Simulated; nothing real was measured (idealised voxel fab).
process module | voxel transistor to metal
cross-section cut | 150 nm wide | cells 5 nm
A cross-section is a grid of square cells, given in bands from the top down. A band is one or more rows of cells.
Each band's line starts with the height of the band's top and of its bottom, in nm. Then come its materials from left to right, each with its width in nm. One material with "throughout" fills the band from edge to edge. "air" is empty space.
Height 0 is the level under which the wafer as received is all one material. The lowest band goes on downwards, as in "0 down".
A width such as "30 to 40" changes by the same amount from each row of cells to the next, from the band's top row to its bottom row.
"no change" after a step means that no cell of the cross-section changed.
closed voids: empty space of 8 cells or more with no open way to the top, each as width x height at its distance from the left edge, in nm
after a step's settings: what the simulator itself notes on the step
overlay nm, on a step with a mask: how far to the right of its planned place the mask lay; to the left if negative
plan
1 op RECEIVE | material Si
2 op OXIDIZE | depth nm 5
3 op CONFORMAL_DEP | material SiN | thk nm 10
4 op PATTERN | tone cover | mask id ACTIVE | material resist | width nm 95 | thk nm 20 | overlay nm 0
5 op DIRECTIONAL_ETCH | etch materials SiN | depth nm 10
6 op DIRECTIONAL_ETCH | etch materials SiO2 | depth nm 5
7 op DIRECTIONAL_ETCH | etch materials Si | depth nm 35
8 op STRIP | etch materials resist
9 op FILL_DEP | material SiO2 | thk nm 5
10 op CMP | height nm 10
11 op SELECTIVE_ETCH | etch materials SiO2 | depth nm 10
12 op STRIP | etch materials SiN
13 op SELECTIVE_ETCH | etch materials SiO2 | depth nm 5
14 op OXIDIZE | depth nm 5
15 op DIRECTIONAL_DEP | material polySi | thk nm 30
16 op DIRECTIONAL_DEP | material SiCN | thk nm 10
17 op MASKED_ETCH | tone cover | mask id GATE | width nm 25 | etch materials SiCN | depth nm 20 | overlay nm 0
18 op MASKED_ETCH | tone cover | mask id GATE | width nm 25 | etch materials polySi | depth nm 40 | overlay nm 0
19 op CONFORMAL_DEP | material SiO2 | thk nm 5
20 op DIRECTIONAL_ETCH | etch materials SiO2 | depth nm 5
21 op CONFORMAL_DEP | material SiN | thk nm 5
22 op DIRECTIONAL_ETCH | etch materials SiN | depth nm 5
23 op DIRECTIONAL_ETCH | etch materials SiO2 | depth nm 5
24 op DIRECTIONAL_ETCH | etch materials Si | depth nm 5
25 op EPI | material SiGe | thk nm 10
26 op FILL_DEP | material SiO2 | thk nm 10
27 op CMP | height nm 25
28 op STRIP | etch materials polySi
29 op SELECTIVE_ETCH | etch materials SiO2 | depth nm 5
30 op CONFORMAL_DEP | material HfO2 | thk nm 5
31 op CONFORMAL_DEP | material TiN | thk nm 5
32 op FILL_DEP | material W | thk nm 10
33 op CMP | height nm 20
34 op DIRECTIONAL_DEP | material SiO2 | thk nm 15
35 op MASKED_ETCH | tone open | mask id CONTACT | width nm 15 | pitch nm 70 | etch materials SiO2 | depth nm 40 | overlay nm 0
36 op CONFORMAL_DEP | material TiN | thk nm 5
37 op FILL_DEP | material Ru | thk nm 10
38 op CMP | height nm 35
39 op CONFORMAL_DEP | material SiCN | thk nm 5
40 op DIRECTIONAL_DEP | material SiO2 | thk nm 20
41 op PATTERN | tone open | mask id METAL_1 | material resist | width nm 15 | pitch nm 70 | thk nm 15 | overlay nm 0
42 op DIRECTIONAL_ETCH | etch materials SiO2 | depth nm 20
43 op DIRECTIONAL_ETCH | etch materials SiCN | depth nm 5
44 op STRIP | etch materials resist
45 op CONFORMAL_DEP | material TiN | thk nm 5
46 op FILL_DEP | material Cu | thk nm 10
47 op CMP | height nm 60
48 op CONFORMAL_DEP | material SiN | thk nm 5
first wafer, as planned
as received, after step 1
  0 down: Si throughout
  closed voids: none
after step 2
  0 to -5: SiO2 throughout
  below -5: unchanged
after step 3
  10 to 0: SiN throughout
  below 0: unchanged
after step 4
  30 to 10: air 25 | resist 95 | air 30
  below 10: unchanged
after step 5
  30 to 10: air 25 | resist 95 | air 30
  10 to 0: air 25 | SiN 95 | air 30
  below 0: unchanged
after step 6
  30 to 10: air 25 | resist 95 | air 30
  10 to 0: air 25 | SiN 95 | air 30
  0 to -5: air 25 | SiO2 95 | air 30
  below -5: unchanged
after step 7
  30 to 10: air 25 | resist 95 | air 30
  10 to 0: air 25 | SiN 95 | air 30
  0 to -5: air 25 | SiO2 95 | air 30
  -5 to -40: air 25 | Si 95 | air 30
  below -40: unchanged
after step 8
  10 to 0: air 25 | SiN 95 | air 30
  below 0: unchanged
after step 9
  15 to 10: SiO2 throughout
  10 to 0: SiO2 25 | SiN 95 | SiO2 30
  0 to -5: SiO2 throughout
  -5 to -40: SiO2 25 | Si 95 | SiO2 30
  below -40: unchanged
after step 10
  10 to 0: SiO2 25 | SiN 95 | SiO2 30
  below 0: unchanged
after step 11
  10 to 0: air 25 | SiN 95 | air 30
  below 0: unchanged
after step 12
  0 to -5: SiO2 throughout
  below -5: unchanged
after step 13
  -5 to -40: SiO2 25 | Si 95 | SiO2 30
  below -40: unchanged
after step 14
  -5 to -10: SiO2 throughout
  below -10: unchanged
after step 15
  25 to -5: polySi throughout
  below -5: unchanged
after step 16
  35 to 25: SiCN throughout
  below 25: unchanged
after step 17
  35 to 25: air 60 | SiCN 25 | air 65
  below 25: unchanged
after step 18
  35 to 25: air 60 | SiCN 25 | air 65
  25 to -5: air 60 | polySi 25 | air 65
  below -5: unchanged
after step 19
  40 to 35: air 55 | SiO2 35 | air 60
  35 to 25: air 55 | SiO2 5 | SiCN 25 | SiO2 5 | air 60
  25 to 0: air 55 | SiO2 5 | polySi 25 | SiO2 5 | air 60
  0 to -5: SiO2 60 | polySi 25 | SiO2 65
  below -5: unchanged
after step 20
  35 to 25: air 55 | SiO2 5 | SiCN 25 | SiO2 5 | air 60
  25 to -5: air 55 | SiO2 5 | polySi 25 | SiO2 5 | air 60
  below -5: unchanged
after step 21
  40 to 35: air 50 | SiN 45 | air 55
  35 to 25: air 50 | SiN 5 | SiO2 5 | SiCN 25 | SiO2 5 | SiN 5 | air 55
  25 to 0: air 50 | SiN 5 | SiO2 5 | polySi 25 | SiO2 5 | SiN 5 | air 55
  0 to -5: SiN 55 | SiO2 5 | polySi 25 | SiO2 5 | SiN 60
  below -5: unchanged
after step 22
  35 to 25: air 50 | SiN 5 | SiO2 5 | SiCN 25 | SiO2 5 | SiN 5 | air 55
  25 to -5: air 50 | SiN 5 | SiO2 5 | polySi 25 | SiO2 5 | SiN 5 | air 55
  below -5: unchanged
after step 23
  35 to 30: air 50 | SiN 5 | air 5 | SiCN 25 | air 5 | SiN 5 | air 55
  30 to 25: air 50 | SiN 5 | SiO2 5 | SiCN 25 | SiO2 5 | SiN 5 | air 55
  25 to -5: air 50 | SiN 5 | SiO2 5 | polySi 25 | SiO2 5 | SiN 5 | air 55
  -5 to -10: air 50 | SiO2 45 | air 55
  below -10: unchanged
after step 24
  35 to 30: air 50 | SiN 5 | air 5 | SiCN 25 | air 5 | SiN 5 | air 55
  30 to 25: air 50 | SiN 5 | SiO2 5 | SiCN 25 | SiO2 5 | SiN 5 | air 55
  25 to -5: air 50 | SiN 5 | SiO2 5 | polySi 25 | SiO2 5 | SiN 5 | air 55
  -5 to -10: air 50 | SiO2 45 | air 55
  -10 to -15: SiO2 25 | air 25 | Si 45 | air 25 | SiO2 30
  below -15: unchanged
after step 25
  35 to 30: air 50 | SiN 5 | air 5 | SiCN 25 | air 5 | SiN 5 | air 55
  30 to 25: air 50 | SiN 5 | SiO2 5 | SiCN 25 | SiO2 5 | SiN 5 | air 55
  25 to 0: air 50 | SiN 5 | SiO2 5 | polySi 25 | SiO2 5 | SiN 5 | air 55
  0 to -5: air 40 | SiGe 10 | SiN 5 | SiO2 5 | polySi 25 | SiO2 5 | SiN 5 | SiGe 10 | air 45
  -5 to -10: air 20 | SiGe 30 | SiO2 45 | SiGe 30 | air 25
  -10 to -15: SiO2 25 | SiGe 25 | Si 45 | SiGe 25 | SiO2 30
  below -15: unchanged
after step 26
  45 to 35: SiO2 throughout
  35 to 25: SiO2 50 | SiN 5 | SiO2 5 | SiCN 25 | SiO2 5 | SiN 5 | SiO2 55
  25 to 0: SiO2 50 | SiN 5 | SiO2 5 | polySi 25 | SiO2 5 | SiN 5 | SiO2 55
  0 to -5: SiO2 40 | SiGe 10 | SiN 5 | SiO2 5 | polySi 25 | SiO2 5 | SiN 5 | SiGe 10 | SiO2 45
  -5 to -10: SiO2 20 | SiGe 30 | SiO2 45 | SiGe 30 | SiO2 25
  below -10: unchanged
after step 27
  25 to 0: SiO2 50 | SiN 5 | SiO2 5 | polySi 25 | SiO2 5 | SiN 5 | SiO2 55
  below 0: unchanged
after step 28
  25 to 0: SiO2 50 | SiN 5 | SiO2 5 | air 25 | SiO2 5 | SiN 5 | SiO2 55
  0 to -5: SiO2 40 | SiGe 10 | SiN 5 | SiO2 5 | air 25 | SiO2 5 | SiN 5 | SiGe 10 | SiO2 45
  below -5: unchanged
after step 29
  25 to 20: air 50 | SiN 5 | air 35 | SiN 5 | air 55
  20 to 0: SiO2 50 | SiN 5 | air 35 | SiN 5 | SiO2 55
  0 to -5: SiO2 40 | SiGe 10 | SiN 5 | air 35 | SiN 5 | SiGe 10 | SiO2 45
  -5 to -10: SiO2 20 | SiGe 30 | SiO2 5 | air 35 | SiO2 5 | SiGe 30 | SiO2 25
  below -10: unchanged
after step 30
  30 to 25: air 45 | HfO2 15 | air 25 | HfO2 15 | air 50
  25 to 20: HfO2 50 | SiN 5 | HfO2 5 | air 25 | HfO2 5 | SiN 5 | HfO2 55
  20 to 0: SiO2 50 | SiN 5 | HfO2 5 | air 25 | HfO2 5 | SiN 5 | SiO2 55
  0 to -5: SiO2 40 | SiGe 10 | SiN 5 | HfO2 5 | air 25 | HfO2 5 | SiN 5 | SiGe 10 | SiO2 45
  -5 to -10: SiO2 20 | SiGe 30 | SiO2 5 | HfO2 35 | SiO2 5 | SiGe 30 | SiO2 25
  below -10: unchanged
after step 31
  35 to 30: air 40 | TiN 25 | air 15 | TiN 25 | air 45
  30 to 25: TiN 45 | HfO2 15 | TiN 5 | air 15 | TiN 5 | HfO2 15 | TiN 50
  25 to 20: HfO2 50 | SiN 5 | HfO2 5 | TiN 5 | air 15 | TiN 5 | HfO2 5 | SiN 5 | HfO2 55
  20 to 0: SiO2 50 | SiN 5 | HfO2 5 | TiN 5 | air 15 | TiN 5 | HfO2 5 | SiN 5 | SiO2 55
  0 to -5: SiO2 40 | SiGe 10 | SiN 5 | HfO2 5 | TiN 25 | HfO2 5 | SiN 5 | SiGe 10 | SiO2 45
  below -5: unchanged
after step 32
  45 to 35: W throughout
  35 to 30: W 40 | TiN 25 | W 15 | TiN 25 | W 45
  30 to 25: TiN 45 | HfO2 15 | TiN 5 | W 15 | TiN 5 | HfO2 15 | TiN 50
  25 to 20: HfO2 50 | SiN 5 | HfO2 5 | TiN 5 | W 15 | TiN 5 | HfO2 5 | SiN 5 | HfO2 55
  20 to 0: SiO2 50 | SiN 5 | HfO2 5 | TiN 5 | W 15 | TiN 5 | HfO2 5 | SiN 5 | SiO2 55
  below 0: unchanged
after step 33
  20 to 0: SiO2 50 | SiN 5 | HfO2 5 | TiN 5 | W 15 | TiN 5 | HfO2 5 | SiN 5 | SiO2 55
  below 0: unchanged
after step 34
  35 to 20: SiO2 throughout
  below 20: unchanged
after step 35
  35 to 20: SiO2 30 | air 15 | SiO2 55 | air 15 | SiO2 35
  20 to 0: SiO2 30 | air 15 | SiO2 5 | SiN 5 | HfO2 5 | TiN 5 | W 15 | TiN 5 | HfO2 5 | SiN 5 | SiO2 5 | air 15 | SiO2 35
  0 to -5: SiO2 30 | air 10 | SiGe 10 | SiN 5 | HfO2 5 | TiN 25 | HfO2 5 | SiN 5 | SiGe 10 | air 10 | SiO2 35
  below -5: unchanged
after step 36
  40 to 35: TiN 35 | air 5 | TiN 65 | air 5 | TiN 40
  35 to 20: SiO2 30 | TiN 5 | air 5 | TiN 5 | SiO2 55 | TiN 5 | air 5 | TiN 5 | SiO2 35
  20 to 5: SiO2 30 | TiN 5 | air 5 | TiN 5 | SiO2 5 | SiN 5 | HfO2 5 | TiN 5 | W 15 | TiN 5 | HfO2 5 | SiN 5 | SiO2 5 | TiN 5 | air 5 | TiN 5 | SiO2 35
  5 to 0: SiO2 30 | TiN 15 | SiO2 5 | SiN 5 | HfO2 5 | TiN 5 | W 15 | TiN 5 | HfO2 5 | SiN 5 | SiO2 5 | TiN 15 | SiO2 35
  0 to -5: SiO2 30 | TiN 10 | SiGe 10 | SiN 5 | HfO2 5 | TiN 25 | HfO2 5 | SiN 5 | SiGe 10 | TiN 10 | SiO2 35
  below -5: unchanged
after step 37
  50 to 40: Ru throughout
  40 to 35: TiN 35 | Ru 5 | TiN 65 | Ru 5 | TiN 40
  35 to 20: SiO2 30 | TiN 5 | Ru 5 | TiN 5 | SiO2 55 | TiN 5 | Ru 5 | TiN 5 | SiO2 35
  20 to 5: SiO2 30 | TiN 5 | Ru 5 | TiN 5 | SiO2 5 | SiN 5 | HfO2 5 | TiN 5 | W 15 | TiN 5 | HfO2 5 | SiN 5 | SiO2 5 | TiN 5 | Ru 5 | TiN 5 | SiO2 35
  below 5: unchanged
after step 38
  35 to 20: SiO2 30 | TiN 5 | Ru 5 | TiN 5 | SiO2 55 | TiN 5 | Ru 5 | TiN 5 | SiO2 35
  below 20: unchanged
after step 39
  40 to 35: SiCN throughout
  below 35: unchanged
after step 40
  60 to 40: SiO2 throughout
  below 40: unchanged
after step 41
  75 to 60: resist 30 | air 15 | resist 55 | air 15 | resist 35
  below 60: unchanged
after step 42
  75 to 60: resist 30 | air 15 | resist 55 | air 15 | resist 35
  60 to 40: SiO2 30 | air 15 | SiO2 55 | air 15 | SiO2 35
  below 40: unchanged
after step 43
  75 to 60: resist 30 | air 15 | resist 55 | air 15 | resist 35
  60 to 40: SiO2 30 | air 15 | SiO2 55 | air 15 | SiO2 35
  40 to 35: SiCN 30 | air 15 | SiCN 55 | air 15 | SiCN 35
  below 35: unchanged
after step 44
  60 to 40: SiO2 30 | air 15 | SiO2 55 | air 15 | SiO2 35
  below 40: unchanged
after step 45
  65 to 60: TiN 35 | air 5 | TiN 65 | air 5 | TiN 40
  60 to 40: SiO2 30 | TiN 5 | air 5 | TiN 5 | SiO2 55 | TiN 5 | air 5 | TiN 5 | SiO2 35
  40 to 35: SiCN 30 | TiN 15 | SiCN 55 | TiN 15 | SiCN 35
  below 35: unchanged
after step 46
  75 to 65: Cu throughout
  65 to 60: TiN 35 | Cu 5 | TiN 65 | Cu 5 | TiN 40
  60 to 40: SiO2 30 | TiN 5 | Cu 5 | TiN 5 | SiO2 55 | TiN 5 | Cu 5 | TiN 5 | SiO2 35
  below 40: unchanged
after step 47
  60 to 40: SiO2 30 | TiN 5 | Cu 5 | TiN 5 | SiO2 55 | TiN 5 | Cu 5 | TiN 5 | SiO2 35
  below 40: unchanged
after step 48
  65 to 60: SiN throughout
  below 60: unchanged
second wafer: like start, like plan, one mistake. Through step 34 it matches the first wafer
when step 35 should have ended
  35 to 20: SiO2 25 | air 15 | SiO2 55 | air 15 | SiO2 40
  20 to 0: SiO2 25 | air 15 | SiO2 10 | SiN 5 | HfO2 5 | TiN 5 | W 15 | TiN 5 | HfO2 5 | SiN 5 | air 15 | SiO2 40
  0 to -5: SiO2 25 | air 15 | SiGe 10 | SiN 5 | HfO2 5 | TiN 25 | HfO2 5 | SiN 5 | SiGe 10 | air 5 | SiO2 40
  below -5: unchanged
when step 36 should have ended
  40 to 35: TiN 30 | air 5 | TiN 65 | air 5 | TiN 45
  35 to 20: SiO2 25 | TiN 5 | air 5 | TiN 5 | SiO2 55 | TiN 5 | air 5 | TiN 5 | SiO2 40
  20 to 5: SiO2 25 | TiN 5 | air 5 | TiN 5 | SiO2 10 | SiN 5 | HfO2 5 | TiN 5 | W 15 | TiN 5 | HfO2 5 | SiN 5 | TiN 5 | air 5 | TiN 5 | SiO2 40
  5 to 0: SiO2 25 | TiN 5 | air 5 | TiN 5 | SiO2 10 | SiN 5 | HfO2 5 | TiN 5 | W 15 | TiN 5 | HfO2 5 | SiN 5 | TiN 15 | SiO2 40
  0 to -5: SiO2 25 | TiN 15 | SiGe 10 | SiN 5 | HfO2 5 | TiN 25 | HfO2 5 | SiN 5 | SiGe 10 | TiN 5 | SiO2 40
  below -5: unchanged
when step 37 should have ended
  50 to 40: Ru throughout
  40 to 35: TiN 30 | Ru 5 | TiN 65 | Ru 5 | TiN 45
  35 to 20: SiO2 25 | TiN 5 | Ru 5 | TiN 5 | SiO2 55 | TiN 5 | Ru 5 | TiN 5 | SiO2 40
  20 to 5: SiO2 25 | TiN 5 | Ru 5 | TiN 5 | SiO2 10 | SiN 5 | HfO2 5 | TiN 5 | W 15 | TiN 5 | HfO2 5 | SiN 5 | TiN 5 | Ru 5 | TiN 5 | SiO2 40
  5 to 0: SiO2 25 | TiN 5 | Ru 5 | TiN 5 | SiO2 10 | SiN 5 | HfO2 5 | TiN 5 | W 15 | TiN 5 | HfO2 5 | SiN 5 | TiN 15 | SiO2 40
  below 0: unchanged
when step 38 should have ended
  35 to 20: SiO2 25 | TiN 5 | Ru 5 | TiN 5 | SiO2 55 | TiN 5 | Ru 5 | TiN 5 | SiO2 40
  below 20: unchanged
when step 39 should have ended
  40 to 35: SiCN throughout
  below 35: unchanged
when step 40 should have ended
  60 to 40: SiO2 throughout
  below 40: unchanged
when step 41 should have ended
  75 to 60: resist 30 | air 15 | resist 55 | air 15 | resist 35
  below 60: unchanged
when step 42 should have ended
  75 to 60: resist 30 | air 15 | resist 55 | air 15 | resist 35
  60 to 40: SiO2 30 | air 15 | SiO2 55 | air 15 | SiO2 35
  below 40: unchanged
when step 43 should have ended
  75 to 60: resist 30 | air 15 | resist 55 | air 15 | resist 35
  60 to 40: SiO2 30 | air 15 | SiO2 55 | air 15 | SiO2 35
  40 to 35: SiCN 30 | air 15 | SiCN 55 | air 15 | SiCN 35
  below 35: unchanged
when step 44 should have ended
  60 to 40: SiO2 30 | air 15 | SiO2 55 | air 15 | SiO2 35
  below 40: unchanged
when step 45 should have ended
  65 to 60: TiN 35 | air 5 | TiN 65 | air 5 | TiN 40
  60 to 40: SiO2 30 | TiN 5 | air 5 | TiN 5 | SiO2 55 | TiN 5 | air 5 | TiN 5 | SiO2 35
  40 to 35: SiCN 30 | TiN 15 | SiCN 55 | TiN 15 | SiCN 35
  below 35: unchanged
when step 46 should have ended
  75 to 65: Cu throughout
  65 to 60: TiN 35 | Cu 5 | TiN 65 | Cu 5 | TiN 40
  60 to 40: SiO2 30 | TiN 5 | Cu 5 | TiN 5 | SiO2 55 | TiN 5 | Cu 5 | TiN 5 | SiO2 35
  below 40: unchanged
when step 47 should have ended
  60 to 40: SiO2 30 | TiN 5 | Cu 5 | TiN 5 | SiO2 55 | TiN 5 | Cu 5 | TiN 5 | SiO2 35
  below 40: unchanged
when step 48 should have ended
  65 to 60: SiN throughout
  below 60: unchanged
what went wrong: step 35 ran as: op MASKED_ETCH | tone open | mask id CONTACT | width nm 15 | pitch nm 70 | etch materials SiO2 | depth nm 40 | overlay nm -5
at the end the second wafer has, in cells: 1 more of Ru | 1 fewer of TiN
